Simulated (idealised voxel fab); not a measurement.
You're looking at the process module voxel ribs on slabs.
Each square cell in cross-section cut measures 5 nm, and the section as a whole is 180 nm wide.
Each cross-section below is a grid of square cells, stated as bands in top-down order, with one or more rows of cells making up each band. Basically the band line says how high the top is and how high the bottom is, in nm, and then what's in it from left to right, every material with its width in nm. Empty space shows up as "blank", and if a single material carries "edge to edge" it runs the full band edge to edge. All heights in this document are referenced to 0, defined as the level beneath which the wafer, as received, consists entirely of one material. The lowest band is not bounded below; it extends indefinitely downward and is written in the form "0..down". With a width like "30->40", each row of cells in the band differs from the next by the same amount, the top row carrying the first number and the bottom row the second. "no change" after a step means that no cell of the cross-section changed. The list in "Sealed void listing" covers empty spaces of 8 cells or more that cannot reach the top through any open way, and it gives each as width x height at distance; the distance is from the left edge, and width, height and distance are in nm. Read whatever lies past the settings on a step's line as the simulator's own remark about the step. overlay nm: where the mask lay relative to plan, measured to the right, on steps with a mask; negatives go left.
Steps planned for the process:
- 1: op RECEIVE | material Si
- 2: op DIRECTIONAL_DEP | material SiO2 | thk nm 30
- 3: op DIRECTIONAL_DEP | material SiN | thk nm 20
- 4: op DIRECTIONAL_DEP | material aC | thk nm 15
- 5: op PATTERN | tone cover | mask id RIB | material resist | width nm 25 | thk nm 30 | overlay nm 0
- 6: op DIRECTIONAL_ETCH | etch materials aC | depth nm 15
- 7: op STRIP | etch materials resist
- 8: op DIRECTIONAL_ETCH | etch materials SiN | depth nm 10
- 9: op STRIP | etch materials aC
- 10: op DIRECTIONAL_DEP | material aC | thk nm 15
- 11: op PATTERN | tone cover | mask id SLAB | material resist | width nm 65 | thk nm 30 | overlay nm 0
- 12: op DIRECTIONAL_ETCH | etch materials aC | depth nm 15
- 13: op STRIP | etch materials resist
- 14: op DIRECTIONAL_ETCH | etch materials SiN | depth nm 10
- 15: op STRIP | etch materials aC
- 16: op FILL_DEP | material SiO2 | thk nm 25
- 17: op CMP | height nm 65
- 18: op DIRECTIONAL_DEP | material W | thk nm 5
- 19: op PATTERN | tone cover | mask id HEATER | material resist | width nm 35 | thk nm 15 | overlay nm 0
- 20: op DIRECTIONAL_ETCH | etch materials W | depth nm 5
- 21: op STRIP | etch materials resist
- 22: op CONFORMAL_DEP | material SiO2 | thk nm 10
The plan's step 11 width nm is the first wafer's value; the wafers differ in this setting and start identical.
First of several wafers (as received, post step 1), cross-sectional view:
- 0..down: Si edge to edge
- Sealed void listing: none
Cross-section, first of several wafers, end of module, after last step 22:
- 80..75: 60 nm blank | 55 nm SiO2 | 65 nm blank
- 75..70: SiO2 edge to edge
- 70..65: 70 nm SiO2 | 35 nm W | 75 nm SiO2
- 65..50: SiO2 edge to edge
- 50..40: 75 nm SiO2 | 25 nm SiN | 80 nm SiO2
- 40..30: 55 nm SiO2 | 65 nm SiN | 60 nm SiO2
- 30..0: SiO2 edge to edge
- 0..down: Si edge to edge
- Sealed void listing: none
Cross-section, module end, final of several wafers:
- 80..75: 60 nm blank | 55 nm SiO2 | 65 nm blank
- 75..70: SiO2 edge to edge
- 70..65: 70 nm SiO2 | 35 nm W | 75 nm SiO2
- 65..50: SiO2 edge to edge
- 50..40: 75 nm SiO2 | 25 nm SiN | 80 nm SiO2
- 40..30: 45 nm SiO2 | 90 nm SiN | 45 nm SiO2
- 30..0: SiO2 edge to edge
- 0..down: Si edge to edge
- Sealed void listing: none
Below, a row for every wafer. Read it as the end-of-module picture: for each material the wafer shows its cells gained (+) or lost (-) since it was received, and then its closed voids:
width nm 65, +36 SiN, +508 SiO2, +7 W, Sealed void listing: none
width nm 70, +38 SiN, +506 SiO2, +7 W, Sealed void listing: none
width nm 75, +40 SiN, +504 SiO2, +7 W, Sealed void listing: none
width nm 80, +42 SiN, +502 SiO2, +7 W, Sealed void listing: none
width nm 85, +44 SiN, +500 SiO2, +7 W, Sealed void listing: none
width nm 90, +46 SiN, +498 SiO2, +7 W, Sealed void listing: none
